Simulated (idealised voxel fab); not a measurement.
process module | voxel ribs on slabs
cross-section cut | 255 nm wide | cells 5 nm
A cross-section is a grid of square cells, given in bands from the top down. A band is one or more rows of cells.
Each band's line starts with the height of the band's top and of its bottom, in nm. Then come its materials from left to right, each with its width in nm. One material with "throughout" fills the band from edge to edge. "air" is empty space.
Height 0 is the level under which the wafer as received is all one material. The lowest band goes on downwards, as in "0 down".
A width such as "30 to 40" changes by the same amount from each row of cells to the next, from the band's top row to its bottom row.
"no change" after a step means that no cell of the cross-section changed.
closed voids: empty space of 8 cells or more with no open way to the top, each as width x height at its distance from the left edge, in nm
after a step's settings: what the simulator itself notes on the step
overlay nm, on a step with a mask: how far to the right of its planned place the mask lay; to the left if negative
plan
1 op RECEIVE | material Si
2 op DIRECTIONAL_DEP | material SiO2 | thk nm 20
3 op DIRECTIONAL_DEP | material polySi | thk nm 15
4 op MASKED_ETCH | tone cover | mask id RIB | width nm 20 | etch materials polySi | depth nm 5 | overlay nm 0
5 op DIRECTIONAL_DEP | material aC | thk nm 15
6 op PATTERN | tone cover | mask id SLAB | material resist | width nm 70 | thk nm 30 | overlay nm 0
7 op DIRECTIONAL_ETCH | etch materials aC | depth nm 15
8 op STRIP | etch materials resist
9 op DIRECTIONAL_ETCH | etch materials polySi | depth nm 10
10 op STRIP | etch materials aC
11 op FILL_DEP | material SiO2 | thk nm 20
12 op CMP | height nm 45
13 op DIRECTIONAL_DEP | material W | thk nm 5
14 op MASKED_ETCH | tone cover | mask id HEATER | width nm 30 | etch materials W | depth nm 5 | overlay nm 0
15 op CONFORMAL_DEP | material SiN | thk nm 5
as received, after step 1
  0 down: Si throughout
  closed voids: none
first wafer at the end, as planned
  55 to 50: air 105 | SiN 40 | air 110
  50 to 45: SiN 110 | W 30 | SiN 115
  45 to 35: SiO2 throughout
  35 to 30: SiO2 115 | polySi 20 | SiO2 120
  30 to 20: SiO2 90 | polySi 70 | SiO2 95
  20 to 0: SiO2 throughout
  0 down: Si throughout
  closed voids: none
second wafer at the end: like start, like plan, one mistake
  55 to 50: air 105 | SiN 40 | air 110
  50 to 45: SiN 110 | W 30 | SiN 115
  45 to 35: W throughout
  35 to 30: W 115 | polySi 20 | W 120
  30 to 20: polySi throughout
  20 to 0: SiO2 throughout
  0 down: Si throughout
  closed voids: none
what went wrong: step 5 ran as: op DIRECTIONAL_DEP | material W | thk nm 15
at the end the second wafer has, in cells: 223 fewer of SiO2 | 149 more of W | 74 more of polySi
